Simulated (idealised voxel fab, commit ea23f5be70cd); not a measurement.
Documented hereafter: the process module known as voxel wiring stack.
In the cross-section labelled cut, the width is 200 nm and each square cell is 5 nm.
Notation: cross-section as square-cell grid; stated in bands, top first, going down; one or more cell rows per band. Basically the band line says how high the top is and how high the bottom is, in nm, and then what's in it from left to right, every material with its width in nm. Empty space shows up as "air", and if a single material carries "throughout" it runs the full band edge to edge. Heights from 0 (as-received wafer is one material below). Bottom band endless downward, as "0 and below". You'd read "30->40" like this: the band's top row of cells is as wide as the first number, its bottom row is as wide as the second, and going down, every row changes width by the same amount as the row before did. It should be understood that the words "nothing different", when stated for a given step, signify that the cross-section underwent no change in any of its cells during that step. "Sealed void list": empty spaces of 8 cells or more with no open way to the top, each given as width x height at distance, distance from the left edge, all in nm. It should be noted that, on the line of a given step, the content following the step's settings is a remark produced by the simulator itself with respect to that step. Steps that use a mask can have "overlay nm" on their line. It says how far the mask sat to the right of where it was meant to be. Negative means to the left.

# These are the steps we planned for the process
1: RECEIVE with material Si
2: CONFORMAL_DEP with material SiO2, thk nm 15
3: CONFORMAL_DEP with material SiCN, thk nm 5
4: DIRECTIONAL_DEP with material lowk, thk nm 20
5: DIRECTIONAL_DEP with material aC, thk nm 10
6: PATTERN with tone open, mask id METAL_1, material resist, width nm 25, pitch nm 40, thk nm 25, overlay nm 0
7: DIRECTIONAL_ETCH with etch materials aC, depth nm 10
8: STRIP with etch materials resist
9: DIRECTIONAL_ETCH with etch materials lowk, depth nm 20
10: DIRECTIONAL_ETCH with etch materials SiCN, depth nm 5
11: STRIP with etch materials aC
12: CONFORMAL_DEP with material TiN, thk nm 5
13: FILL_DEP with material Ru, thk nm 10
14: CMP with height nm 40
15: CONFORMAL_DEP with material SiCN, thk nm 5
16: DIRECTIONAL_DEP with material lowk, thk nm 35
17: DIRECTIONAL_DEP with material aC, thk nm 15
18: PATTERN with tone open, mask id METAL_2_HOLES, material resist, width nm 15, pitch nm 40, thk nm 30, overlay nm 0
19: DIRECTIONAL_ETCH with etch materials aC, depth nm 15
20: STRIP with etch materials resist
21: DIRECTIONAL_ETCH with etch materials lowk, depth nm 35
22: STRIP with etch materials aC
23: DIRECTIONAL_DEP with material aC, thk nm 10
24: PATTERN with tone open, mask id METAL_2, material resist, width nm 25, pitch nm 40, thk nm 25, overlay nm 0
25: DIRECTIONAL_ETCH with etch materials aC, depth nm 10
26: STRIP with etch materials resist
27: DIRECTIONAL_ETCH with etch materials lowk, depth nm 20
28: DIRECTIONAL_ETCH with etch materials SiCN, depth nm 5
29: STRIP with etch materials aC
30: CONFORMAL_DEP with material TiN, thk nm 5
31: FILL_DEP with material Cu, thk nm 5
32: CMP with height nm 80
33: CONFORMAL_DEP with material SiCN, thk nm 5
34: DIRECTIONAL_DEP with material lowk, thk nm 10
35: MASKED_ETCH with tone open, mask id PLUG_2, width nm 15, pitch nm 80, etch materials lowk, depth nm 10, overlay nm 0
36: MASKED_ETCH with tone open, mask id PLUG_2, width nm 15, pitch nm 80, etch materials SiCN, depth nm 5, overlay nm 0
37: CONFORMAL_DEP with material TiN, thk nm 5
38: FILL_DEP with material W, thk nm 10
39: CMP with height nm 95
40: DIRECTIONAL_DEP with material TiN, thk nm 5
41: DIRECTIONAL_DEP with material Ru, thk nm 25
42: PATTERN with tone cover, mask id METAL_3, material resist, width nm 25, pitch nm 40, thk nm 20, overlay nm 0
43: DIRECTIONAL_ETCH with etch materials Ru, depth nm 25
44: DIRECTIONAL_ETCH with etch materials TiN, depth nm 5
45: STRIP with etch materials resist
46: FILL_DEP with material lowk, thk nm 10
47: CMP with height nm 125
48: CONFORMAL_DEP with material SiCN, thk nm 5

# As-received state of the wafer in cross-section, equivalent to post-step 1
> 0 and below  Si throughout
> Sealed void list: none

# End-of-module cross-section of the first of two wafers, processed as planned
> 130 down to 125  SiCN throughout
> 125 down to 100  25 nm lowk / 25 nm Ru / 15 nm lowk / 25 nm Ru / 15 nm lowk / 25 nm Ru / 15 nm lowk / 25 nm Ru / 30 nm lowk
> 100 down to 95  25 nm lowk / 25 nm TiN / 15 nm lowk / 25 nm TiN / 15 nm lowk / 25 nm TiN / 15 nm lowk / 25 nm TiN / 30 nm lowk
> 95 down to 85  25 nm lowk / 5 nm TiN / 5 nm W / 5 nm TiN / 65 nm lowk / 5 nm TiN / 5 nm W / 5 nm TiN / 80 nm lowk
> 85 down to 80  25 nm SiCN / 15 nm TiN / 65 nm SiCN / 15 nm TiN / 80 nm SiCN
> 80 down to 65  25 nm lowk / 5 nm TiN / 15 nm Cu / 5 nm TiN / 15 nm lowk / 5 nm TiN / 15 nm Cu / 5 nm TiN / 15 nm lowk / 5 nm TiN / 15 nm Cu / 5 nm TiN / 15 nm lowk / 5 nm TiN / 15 nm Cu / 5 nm TiN / 30 nm lowk
> 65 down to 60  25 nm lowk / 5 nm TiN / 5 nm Cu / 15 nm TiN / 15 nm lowk / 5 nm TiN / 5 nm Cu / 15 nm TiN / 15 nm lowk / 5 nm TiN / 5 nm Cu / 15 nm TiN / 15 nm lowk / 5 nm TiN / 5 nm Cu / 15 nm TiN / 30 nm lowk
> 60 down to 45  25 nm lowk / 5 nm TiN / 5 nm Cu / 5 nm TiN / 25 nm lowk / 5 nm TiN / 5 nm Cu / 5 nm TiN / 25 nm lowk / 5 nm TiN / 5 nm Cu / 5 nm TiN / 25 nm lowk / 5 nm TiN / 5 nm Cu / 5 nm TiN / 40 nm lowk
> 45 down to 40  25 nm SiCN / 15 nm TiN / 25 nm SiCN / 15 nm TiN / 25 nm SiCN / 15 nm TiN / 25 nm SiCN / 15 nm TiN / 40 nm SiCN
> 40 down to 20  25 nm lowk / 5 nm TiN / 15 nm Ru / 5 nm TiN / 15 nm lowk / 5 nm TiN / 15 nm Ru / 5 nm TiN / 15 nm lowk / 5 nm TiN / 15 nm Ru / 5 nm TiN / 15 nm lowk / 5 nm TiN / 15 nm Ru / 5 nm TiN / 30 nm lowk
> 20 down to 15  25 nm SiCN / 25 nm TiN / 15 nm SiCN / 25 nm TiN / 15 nm SiCN / 25 nm TiN / 15 nm SiCN / 25 nm TiN / 30 nm SiCN
> 15 down to 0  SiO2 throughout
> 0 and below  Si throughout
> Sealed void list: none

# Second of two wafers, module complete, sectioned: it shares the first wafer's start and plan but was run with one mistake
> 130 down to 125  SiCN throughout
> 125 down to 100  25 nm lowk / 25 nm Ru / 15 nm lowk / 25 nm Ru / 15 nm lowk / 25 nm Ru / 15 nm lowk / 25 nm Ru / 30 nm lowk
> 100 down to 95  25 nm lowk / 25 nm TiN / 15 nm lowk / 25 nm TiN / 15 nm lowk / 25 nm TiN / 15 nm lowk / 25 nm TiN / 30 nm lowk
> 95 down to 85  25 nm lowk / 5 nm TiN / 5 nm W / 5 nm TiN / 65 nm lowk / 5 nm TiN / 5 nm W / 5 nm TiN / 80 nm lowk
> 85 down to 80  25 nm SiCN / 15 nm TiN / 65 nm SiCN / 15 nm TiN / 80 nm SiCN
> 80 down to 60  25 nm lowk / 5 nm TiN / 15 nm Cu / 5 nm TiN / 15 nm lowk / 5 nm TiN / 15 nm Cu / 5 nm TiN / 15 nm lowk / 5 nm TiN / 15 nm Cu / 5 nm TiN / 15 nm lowk / 5 nm TiN / 15 nm Cu / 5 nm TiN / 30 nm lowk
> 60 down to 55  25 nm lowk / 5 nm TiN / 5 nm Cu / 15 nm TiN / 15 nm lowk / 5 nm TiN / 5 nm Cu / 15 nm TiN / 15 nm lowk / 5 nm TiN / 5 nm Cu / 15 nm TiN / 15 nm lowk / 5 nm TiN / 5 nm Cu / 15 nm TiN / 30 nm lowk
> 55 down to 45  25 nm lowk / 5 nm TiN / 5 nm Cu / 5 nm TiN / 25 nm lowk / 5 nm TiN / 5 nm Cu / 5 nm TiN / 25 nm lowk / 5 nm TiN / 5 nm Cu / 5 nm TiN / 25 nm lowk / 5 nm TiN / 5 nm Cu / 5 nm TiN / 40 nm lowk
> 45 down to 40  25 nm SiCN / 15 nm TiN / 25 nm SiCN / 15 nm TiN / 25 nm SiCN / 15 nm TiN / 25 nm SiCN / 15 nm TiN / 40 nm SiCN
> 40 down to 20  25 nm lowk / 5 nm TiN / 15 nm Ru / 5 nm TiN / 15 nm lowk / 5 nm TiN / 15 nm Ru / 5 nm TiN / 15 nm lowk / 5 nm TiN / 15 nm Ru / 5 nm TiN / 15 nm lowk / 5 nm TiN / 15 nm Ru / 5 nm TiN / 30 nm lowk
> 20 down to 15  25 nm SiCN / 25 nm TiN / 15 nm SiCN / 25 nm TiN / 15 nm SiCN / 25 nm TiN / 15 nm SiCN / 25 nm TiN / 30 nm SiCN
> 15 down to 0  SiO2 throughout
> 0 and below  Si throughout
> Sealed void list: none
Diagnosis: step 27, actual vs plan mismatch, actual run DIRECTIONAL_ETCH with etch materials lowk, depth nm 25
FYI, end of process, the second wafer has more or fewer cells of some materials than the first: Cu +8, lowk -8
